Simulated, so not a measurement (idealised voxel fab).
process module | voxel wiring stack
cross-section cut | 180 nm wide | cells 5 nm
A cross-section is a grid of square cells, given in bands from the top down. A band is one or more rows of cells.
Each band's line starts with the height of the band's top and of its bottom, in nm. Then come its materials from left to right, each with its width in nm. One material with "throughout" fills the band from edge to edge. "air" is empty space.
Height 0 is the level under which the wafer as received is all one material. The lowest band goes on downwards, as in "0 down".
A width such as "30 to 40" changes by the same amount from each row of cells to the next, from the band's top row to its bottom row.
"no change" after a step means that no cell of the cross-section changed.
closed voids: empty space of 8 cells or more with no open way to the top, each as width x height at its distance from the left edge, in nm
after a step's settings: what the simulator itself notes on the step
overlay nm, on a step with a mask: how far to the right of its planned place the mask lay; to the left if negative
plan
1 op RECEIVE | material Si
2 op CONFORMAL_DEP | material SiO2 | thk nm 10
3 op DIRECTIONAL_DEP | material TiN | thk nm 5
4 op DIRECTIONAL_DEP | material W | thk nm 15
5 op DIRECTIONAL_DEP | material aC | thk nm 15
6 op PATTERN | tone cover | mask id METAL_1 | material resist | width nm 20 | pitch nm 45 | thk nm 30 | overlay nm 0
7 op DIRECTIONAL_ETCH | etch materials aC | depth nm 15
8 op STRIP | etch materials resist
9 op DIRECTIONAL_ETCH | etch materials W | depth nm 15
10 op DIRECTIONAL_ETCH | etch materials TiN | depth nm 5
11 op STRIP | etch materials aC
12 op FILL_DEP | material SiO2 | thk nm 10
13 op CMP | height nm 30
14 op CONFORMAL_DEP | material SiCN | thk nm 5
15 op DIRECTIONAL_DEP | material lowk | thk nm 35
16 op DIRECTIONAL_DEP | material aC | thk nm 15
17 op PATTERN | tone open | mask id METAL_2_HOLES | material resist | width nm 15 | thk nm 35 | overlay nm 0
18 op DIRECTIONAL_ETCH | etch materials aC | depth nm 15
19 op STRIP | etch materials resist
20 op DIRECTIONAL_ETCH | etch materials lowk | depth nm 35
21 op STRIP | etch materials aC
22 op DIRECTIONAL_DEP | material aC | thk nm 15
23 op PATTERN | tone open | mask id METAL_2 | material resist | width nm 20 | pitch nm 45 | thk nm 30 | overlay nm 0
24 op DIRECTIONAL_ETCH | etch materials aC | depth nm 15
25 op STRIP | etch materials resist
26 op DIRECTIONAL_ETCH | etch materials lowk | depth nm 20
27 op DIRECTIONAL_ETCH | etch materials SiCN | depth nm 5
28 op STRIP | etch materials aC
29 op CONFORMAL_DEP | material TiN | thk nm 5
30 op FILL_DEP | material Cu | thk nm 5
31 op CMP | height nm 70
32 op CONFORMAL_DEP | material SiN | thk nm 5
as received, after step 1
  0 down: Si throughout
  closed voids: none
a wafer at the end: this start, this plan, one mistake
  75 to 70: SiN throughout
  70 to 55: lowk 55 | TiN 5 | Cu 10 | TiN 5 | lowk 25 | TiN 5 | Cu 10 | TiN 5 | lowk 60
  55 to 50: lowk 55 | TiN 5 | Cu 5 | TiN 10 | lowk 25 | TiN 20 | lowk 60
  50 to 35: lowk 55 | TiN 5 | Cu 5 | TiN 5 | lowk 110
  35 to 30: SiCN 55 | TiN 15 | SiCN 110
  30 to 20: SiO2 throughout
  20 to 5: SiO2 55 | W 20 | SiO2 25 | W 20 | SiO2 60
  5 to 0: SiO2 55 | TiN 20 | SiO2 25 | TiN 20 | SiO2 60
  0 down: Si throughout
  closed voids: none
what went wrong: step 2 was left out
